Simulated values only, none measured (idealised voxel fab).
The following process module bears the name voxel tone inversion.
Cross-section cut: width 275 nm, square cells of 5 nm.
This document writes a cross-section as a grid whose cells are square, and gives it as bands, listed from the top down; one or more rows of cells form a band. Within each band entry, the heights of the top and of the bottom of the band appear first, in that order and in nm; the materials of the band then follow from left to right, each with its corresponding width in nm. The designation "all across" on a single material indicates that it fills the band from edge to edge; the designation "blank" indicates empty space. A quick word on heights: they are counted from 0, and under that level the wafer as it came to us is one material throughout. The lowest band is different from the rest in having no bottom; it simply continues downward, written as in "0 -> down". Read "30..40" as a graded width: first number on top, second number at the bottom, same change between each pair of neighbouring rows. What does "same as before" mean for a step? It means no cell of the cross-section changed in that step. Empty spaces counting at least 8 cells and having no open way to the top are listed in "Enclosed cavity list". The notation width x height at distance is used for each, the distance being from the left edge and all three values in nm. It should be noted that, on the line of a given step, the content following the step's settings is a remark produced by the simulator itself with respect to that step. overlay nm: mask offset rightward from planned place, masked step; negative means leftward offset.
### Process steps (planned)
1: RECEIVE | material Si
2: CONFORMAL_DEP | material SiCN | thk nm 5
3: DIRECTIONAL_DEP | material aC | thk nm 25
4: PATTERN | tone cover | mask id POSTS | material resist | width nm 15 | pitch nm 35 | thk nm 35 | overlay nm 0
5: DIRECTIONAL_ETCH | etch materials aC | depth nm 25
6: STRIP | etch materials resist
7: FILL_DEP | material lowk | thk nm 10
8: CMP | height nm 30
9: STRIP | etch materials aC
### as received, after step 1
    0 -> down: Si all across
    Enclosed cavity list: none
### Wafer cross-section at end of module: start and plan as shown above, one execution error
    30 -> 25: lowk all across
    25 -> 0: lowk: 75; aC: 15; lowk: 20; aC: 15; lowk: 20; aC: 15; lowk: 20; aC: 15; lowk: 80
    0 -> down: Si all across
    Enclosed cavity list: none
Plan not followed: step 2 of the plan got skipped, so it never ran
